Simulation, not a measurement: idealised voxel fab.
The process module presented herein is designated voxel ribs on slabs.
Section cut is 230 nm wide and gridded with 5 nm square cells.
Just so we're on the same page, the cross-sections are grids of square cells, and they're listed out in bands top to bottom, each band one or more rows deep. Band: top height; bottom height; in nm. Then, left to right: material with width in nm, for each material. "throughout": a single material spanning edge to edge. "blank": empty space. It should be noted that heights are counted from 0, beneath which the wafer as supplied is of one material throughout, and that the lowest band possesses no lower boundary but continues downward, as written in "from 0 down". It should be noted that a width expressed as "30 to 40" varies in equal increments from row to row of cells within the band, taking the value of the first number at the top row and that of the second number at the bottom row. Where the words "remained unchanged" appear for a step, the cross-section shows no cell changed by that step; every cell remained as before. The entry titled "Closed internal cavities" provides the empty spaces that have no open way to the top, restricted to those of 8 cells or more. Each is presented as width x height at distance, the distance being measured from the left edge, with all three in nm. Heads up: the bit after the settings on a step's line is the simulator's remark on that step. Each step line may optionally specify "overlay nm", which for a step with a mask gives the rightward distance between the mask's planned place and where it lay, a negative value indicating the leftward direction.
The steps planned for the process are as follows
1 RECEIVE with material Si
2 DIRECTIONAL_DEP with material SiO2, thk nm 20
3 DIRECTIONAL_DEP with material polySi, thk nm 25
4 MASKED_ETCH with tone cover, mask id RIB, width nm 20, etch materials polySi, depth nm 20, overlay nm 0
5 DIRECTIONAL_DEP with material aC, thk nm 15
6 PATTERN with tone cover, mask id SLAB, material resist, width nm 60, thk nm 35, overlay nm 0
7 DIRECTIONAL_ETCH with etch materials aC, depth nm 15
8 STRIP with etch materials resist
9 DIRECTIONAL_ETCH with etch materials polySi, depth nm 5
10 STRIP with etch materials aC
11 FILL_DEP with material SiO2, thk nm 20
12 CMP with height nm 55
13 DIRECTIONAL_DEP with material W, thk nm 10
14 DIRECTIONAL_DEP with material aC, thk nm 10
15 PATTERN with tone cover, mask id HEATER, material resist, width nm 30, thk nm 30, overlay nm 0
16 DIRECTIONAL_ETCH with etch materials aC, depth nm 10
17 STRIP with etch materials resist
18 DIRECTIONAL_ETCH with etch materials W, depth nm 10
19 STRIP with etch materials aC
20 CONFORMAL_DEP with material SiO2, thk nm 5
Variable across wafers: step 6 width nm (plan value is that of the first wafer; starting state common to all).
First wafer as received, after step 1
    from 0 down = Si throughout
    Closed internal cavities: none
At the end of the module, after its last step, step 20, the first of several wafers appears in cross-section as follows
    from 70 to 65 = blank (95) | SiO2 (40) | blank (95)
    from 65 to 60 = blank (95) | SiO2 (5) | W (30) | SiO2 (5) | blank (95)
    from 60 to 55 = SiO2 (100) | W (30) | SiO2 (100)
    from 55 to 45 = SiO2 throughout
    from 45 to 25 = SiO2 (105) | polySi (20) | SiO2 (105)
    from 25 to 20 = SiO2 (85) | polySi (60) | SiO2 (85)
    from 20 to 0 = SiO2 throughout
    from 0 down = Si throughout
    Closed internal cavities: none
The module's end: a cross-section of the last wafer
    from 70 to 65 = blank (95) | SiO2 (40) | blank (95)
    from 65 to 60 = blank (95) | SiO2 (5) | W (30) | SiO2 (5) | blank (95)
    from 60 to 55 = SiO2 (100) | W (30) | SiO2 (100)
    from 55 to 45 = SiO2 throughout
    from 45 to 25 = SiO2 (105) | polySi (20) | SiO2 (105)
    from 25 to 20 = SiO2 (75) | polySi (85) | SiO2 (70)
    from 20 to 0 = SiO2 throughout
    from 0 down = Si throughout
    Closed internal cavities: none
Wafer rows; end of module; cells per material since receipt: (+) gained, (-) lost; then closed voids
width nm 60 | +528 SiO2 | +12 W | +28 polySi | Closed internal cavities: none
width nm 65 | +527 SiO2 | +12 W | +29 polySi | Closed internal cavities: none
width nm 70 | +526 SiO2 | +12 W | +30 polySi | Closed internal cavities: none
width nm 75 | +525 SiO2 | +12 W | +31 polySi | Closed internal cavities: none
width nm 80 | +524 SiO2 | +12 W | +32 polySi | Closed internal cavities: none
width nm 85 | +523 SiO2 | +12 W | +33 polySi | Closed internal cavities: none
